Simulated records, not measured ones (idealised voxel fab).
The name of this process module is voxel self aligned vias.
cross-section cut | 295 nm wide | cells 5 nm
Notation: cross-section as square-cell grid; stated in bands, top first, going down; one or more cell rows per band.
Read a band's entry like this: the first values are the height of its top and the height of its bottom in nm, and what follows is the sequence of materials from left to right, each with its width in nm. Note that "air" is empty space, and that a single material marked "full width" reaches across the band from edge to edge.
Heights are reckoned from 0. Under this level, the received wafer is all of one material. The bottommost band is open-ended downward, for example "0..down".
A width given as "30..40" starts at the first number in the band's top row and ends at the second number in its bottom row, shifting by an equal amount at every step from row to row.
"nothing was modified" -> step changed no cross-section cell.
Reported under the label "Trapped voids" are the empty spaces having no open way to the top and comprising 8 cells or more; the notation for each is width x height at distance, in which the distance is measured from the left edge and all three values are in nm.
It should be noted that, on the line of a given step, the content following the step's settings is a remark produced by the simulator itself with respect to that step.
overlay nm: step with mask; distance mask lay right of planned place; negative value = left of planned place.
# The following list gives the planned process steps
step 1: RECEIVE [material Si]
step 2: CONFORMAL_DEP [material SiO2] [thk nm 15]
step 3: CONFORMAL_DEP [material SiCN] [thk nm 5]
step 4: DIRECTIONAL_DEP [material SiO2] [thk nm 30]
step 5: DIRECTIONAL_DEP [material aC] [thk nm 15]
step 6: PATTERN [tone open] [mask id LINES] [material resist] [width nm 20] [pitch nm 70] [thk nm 35] [overlay nm 0]
step 7: DIRECTIONAL_ETCH [etch materials aC] [depth nm 15]
step 8: STRIP [etch materials resist]
step 9: DIRECTIONAL_ETCH [etch materials SiO2] [depth nm 30]
step 10: STRIP [etch materials aC]
step 11: CONFORMAL_DEP [material TiN] [thk nm 5]
step 12: FILL_DEP [material W] [thk nm 10]
step 13: CMP [height nm 50]
step 14: SELECTIVE_ETCH [etch materials W Ru TiN] [depth nm 10]
step 15: FILL_DEP [material SiN] [thk nm 5]
step 16: CMP [height nm 50]
step 17: DIRECTIONAL_DEP [material SiO2] [thk nm 20]
step 18: MASKED_ETCH [tone open] [mask id VIAS] [width nm 40] [pitch nm 140] [etch materials SiO2] [depth nm 20] [overlay nm 0]
step 19: MASKED_ETCH [tone open] [mask id VIAS] [width nm 40] [pitch nm 140] [etch materials SiN] [depth nm 10] [overlay nm 0]
step 20: CONFORMAL_DEP [material TiN] [thk nm 5]
step 21: FILL_DEP [material Ru] [thk nm 10]
step 22: CMP [height nm 70]
step 23: CONFORMAL_DEP [material SiN] [thk nm 5]
# Here's what the wafer looked like in cross-section when it arrived - that's after step 1
    0..down  Si full width
    Trapped voids: none
# Final cross-section, module run with one mistake (start and plan as above)
    75..70  SiN full width
    70..55  55 of SiO2, then 5 of TiN, then 30 of Ru, then 5 of TiN, then 100 of SiO2, then 5 of TiN, then 30 of Ru, then 5 of TiN, then 60 of SiO2
    55..50  55 of SiO2, then 15 of TiN, then 15 of Ru, then 10 of TiN, then 100 of SiO2, then 15 of TiN, then 15 of Ru, then 10 of TiN, then 60 of SiO2
    50..45  65 of SiO2, then 5 of TiN, then 15 of Ru, then 5 of TiN, then 45 of SiO2, then 25 of SiN, then 45 of SiO2, then 5 of TiN, then 15 of Ru, then 5 of TiN, then 65 of SiO2
    45..40  65 of SiO2, then 25 of TiN, then 45 of SiO2, then 25 of SiN, then 45 of SiO2, then 25 of TiN, then 65 of SiO2
    40..25  65 of SiO2, then 5 of TiN, then 15 of W, then 5 of TiN, then 45 of SiO2, then 5 of TiN, then 15 of W, then 5 of TiN, then 45 of SiO2, then 5 of TiN, then 15 of W, then 5 of TiN, then 65 of SiO2
    25..20  65 of SiO2, then 25 of TiN, then 45 of SiO2, then 25 of TiN, then 45 of SiO2, then 25 of TiN, then 65 of SiO2
    20..15  SiCN full width
    15..0  SiO2 full width
    0..down  Si full width
    Trapped voids: none
Plan not followed: step 6 deviated from plan and actually ran as PATTERN [tone open] [mask id LINES] [material resist] [width nm 25] [pitch nm 70] [thk nm 35] [overlay nm 0]
